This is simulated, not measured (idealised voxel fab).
process module | voxel ribs on slabs
cross-section cut | 175 nm wide | cells 5 nm
A cross-section is a grid of square cells, given in bands from the top down. A band is one or more rows of cells.
Each band's line starts with the height of the band's top and of its bottom, in nm. Then come its materials from left to right, each with its width in nm. One material with "throughout" fills the band from edge to edge. "air" is empty space.
Height 0 is the level under which the wafer as received is all one material. The lowest band goes on downwards, as in "0 down".
A width such as "30 to 40" changes by the same amount from each row of cells to the next, from the band's top row to its bottom row.
"no change" after a step means that no cell of the cross-section changed.
closed voids: empty space of 8 cells or more with no open way to the top, each as width x height at its distance from the left edge, in nm
after a step's settings: what the simulator itself notes on the step
overlay nm, on a step with a mask: how far to the right of its planned place the mask lay; to the left if negative
plan
1 op RECEIVE | material Si
2 op DIRECTIONAL_DEP | material SiO2 | thk nm 30
3 op DIRECTIONAL_DEP | material SiN | thk nm 20
4 op PATTERN | tone cover | mask id RIB | material resist | width nm 20 | thk nm 20 | overlay nm 0
5 op DIRECTIONAL_ETCH | etch materials SiN | depth nm 15
6 op STRIP | etch materials resist
7 op PATTERN | tone cover | mask id SLAB | material resist | width nm 60 | thk nm 20 | overlay nm 0
8 op DIRECTIONAL_ETCH | etch materials SiN | depth nm 5
9 op STRIP | etch materials resist
10 op FILL_DEP | material SiO2 | thk nm 15
11 op CMP | height nm 60
12 op DIRECTIONAL_DEP | material TiN | thk nm 10
13 op DIRECTIONAL_DEP | material aC | thk nm 10
14 op PATTERN | tone cover | mask id HEATER | material resist | width nm 30 | thk nm 25 | overlay nm 0
15 op DIRECTIONAL_ETCH | etch materials aC | depth nm 10
16 op STRIP | etch materials resist
17 op DIRECTIONAL_ETCH | etch materials TiN | depth nm 10
18 op STRIP | etch materials aC
19 op CONFORMAL_DEP | material SiN | thk nm 5
as received, after step 1
  0 down: Si throughout
  closed voids: none
a wafer at the end: this start, this plan, one mistake
  75 to 70: air 65 | SiN 40 | air 70
  70 to 65: air 65 | SiN 5 | TiN 30 | SiN 5 | air 70
  65 to 60: SiN 70 | TiN 30 | SiN 75
  60 to 50: SiO2 throughout
  50 to 30: aC throughout
  30 to 0: SiO2 throughout
  0 down: Si throughout
  closed voids: none
what went wrong: step 3 ran as: op DIRECTIONAL_DEP | material aC | thk nm 20
